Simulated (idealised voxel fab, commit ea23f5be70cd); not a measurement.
process module | voxel capacitor over wiring
cross-section cut | 155 nm wide | cells 5 nm
A cross-section is a grid of square cells, given in bands from the top down. A band is one or more rows of cells.
Each band's line starts with the height of the band's top and of its bottom, in nm. Then come its materials from left to right, each with its width in nm. One material with "throughout" fills the band from edge to edge. "air" is empty space.
Height 0 is the level under which the wafer as received is all one material. The lowest band goes on downwards, as in "0 down".
A width such as "30 to 40" changes by the same amount from each row of cells to the next, from the band's top row to its bottom row.
"no change" after a step means that no cell of the cross-section changed.
closed voids: empty space of 8 cells or more with no open way to the top, each as width x height at its distance from the left edge, in nm
after a step's settings: what the simulator itself notes on the step
overlay nm, on a step with a mask: how far to the right of its planned place the mask lay; to the left if negative
plan
1 op RECEIVE | material Si
2 op CONFORMAL_DEP | material SiO2 | thk nm 10
3 op CONFORMAL_DEP | material SiCN | thk nm 5
4 op DIRECTIONAL_DEP | material SiO2 | thk nm 15
5 op DIRECTIONAL_DEP | material aC | thk nm 15
6 op PATTERN | tone open | mask id METAL_1 | material resist | width nm 20 | pitch nm 80 | thk nm 35 | overlay nm 0
7 op DIRECTIONAL_ETCH | etch materials aC | depth nm 15
8 op STRIP | etch materials resist
9 op DIRECTIONAL_ETCH | etch materials SiO2 | depth nm 15
10 op DIRECTIONAL_ETCH | etch materials SiCN | depth nm 5
11 op STRIP | etch materials aC
12 op CONFORMAL_DEP | material TiN | thk nm 5
13 op FILL_DEP | material Ru | thk nm 5
14 op CMP | height nm 30
15 op EPI | material Ru | thk nm 5
16 op FILL_DEP | material SiCN | thk nm 5
17 op DIRECTIONAL_DEP | material lowk | thk nm 10
18 op MASKED_ETCH | tone open | mask id PLUG_1 | width nm 15 | etch materials lowk | depth nm 10 | overlay nm 0
19 op MASKED_ETCH | tone open | mask id PLUG_1 | width nm 15 | etch materials SiCN | depth nm 5 | overlay nm 0
20 op CONFORMAL_DEP | material TiN | thk nm 5
21 op FILL_DEP | material W | thk nm 5
22 op CMP | height nm 50
23 op DIRECTIONAL_DEP | material TiN | thk nm 5
24 op DIRECTIONAL_DEP | material HfO2 | thk nm 5
25 op DIRECTIONAL_DEP | material TiN | thk nm 10
26 op DIRECTIONAL_DEP | material aC | thk nm 15
27 op PATTERN | tone cover | mask id UPPER_PLATE | material resist | width nm 65 | thk nm 30 | overlay nm 0
28 op DIRECTIONAL_ETCH | etch materials aC | depth nm 15
29 op STRIP | etch materials resist
30 op DIRECTIONAL_ETCH | etch materials TiN | depth nm 10
31 op DIRECTIONAL_ETCH | etch materials HfO2 | depth nm 5
32 op STRIP | etch materials aC
33 op MASKED_ETCH | tone cover | mask id LOWER_PLATE | width nm 75 | etch materials TiN | depth nm 5 | overlay nm 0
34 op FILL_DEP | material SiO2 | thk nm 20
35 op CMP | height nm 85
36 op DIRECTIONAL_DEP | material aC | thk nm 15
37 op PATTERN | tone open | mask id PLUG_2 | material resist | width nm 15 | thk nm 30 | overlay nm 0
38 op DIRECTIONAL_ETCH | etch materials aC | depth nm 15
39 op STRIP | etch materials resist
40 op DIRECTIONAL_ETCH | etch materials SiO2 | depth nm 15
41 op STRIP | etch materials aC
42 op CONFORMAL_DEP | material TiN | thk nm 5
43 op FILL_DEP | material Cu | thk nm 10
44 op CMP | height nm 85
45 op CONFORMAL_DEP | material SiN | thk nm 5
as received, after step 1
  0 down: Si throughout
  closed voids: none
first wafer at the end, as planned
  90 to 85: SiN throughout
  85 to 75: SiO2 40 | TiN 5 | Cu 5 | TiN 5 | SiO2 100
  75 to 70: SiO2 40 | TiN 15 | SiO2 100
  70 to 60: SiO2 30 | TiN 65 | SiO2 60
  60 to 55: SiO2 30 | HfO2 65 | SiO2 60
  55 to 50: SiO2 25 | TiN 75 | SiO2 55
  50 to 40: lowk 30 | TiN 5 | W 5 | TiN 5 | lowk 110
  40 to 35: SiCN 30 | TiN 15 | SiCN 110
  35 to 30: SiCN 20 | Ru 30 | SiCN 50 | Ru 30 | SiCN 25
  30 to 15: SiO2 25 | TiN 5 | Ru 10 | TiN 5 | SiO2 60 | TiN 5 | Ru 10 | TiN 5 | SiO2 30
  15 to 10: SiCN 25 | TiN 20 | SiCN 60 | TiN 20 | SiCN 30
  10 to 0: SiO2 throughout
  0 down: Si throughout
  closed voids: none
second wafer at the end: like start, like plan, one mistake
  90 to 85: SiN throughout
  85 to 75: SiO2 40 | TiN 5 | Cu 5 | TiN 5 | SiO2 100
  75 to 70: SiO2 40 | TiN 15 | SiO2 100
  70 to 60: SiO2 30 | TiN 65 | SiO2 60
  60 to 55: SiO2 30 | HfO2 65 | SiO2 60
  55 to 50: SiO2 25 | TiN 75 | SiO2 55
  50 to 40: lowk 30 | TiN 5 | W 10 to 5 | TiN 5 to 10 | lowk 105
  40 to 35: SiCN 30 | TiN 15 | SiCN 110
  35 to 30: SiCN 20 | Ru 30 | SiCN 50 | Ru 30 | SiCN 25
  30 to 15: SiO2 25 | TiN 5 | Ru 10 | TiN 5 | SiO2 60 | TiN 5 | Ru 10 | TiN 5 | SiO2 30
  15 to 10: SiCN 25 | TiN 20 | SiCN 60 | TiN 20 | SiCN 30
  10 to 0: SiO2 throughout
  0 down: Si throughout
  closed voids: none
what went wrong: step 18 ran as: op MASKED_ETCH | tone open | mask id PLUG_1 | width nm 20 | etch materials lowk | depth nm 10 | overlay nm 0
at the end the second wafer has, in cells: 1 more of TiN | 1 more of W | 2 fewer of lowk
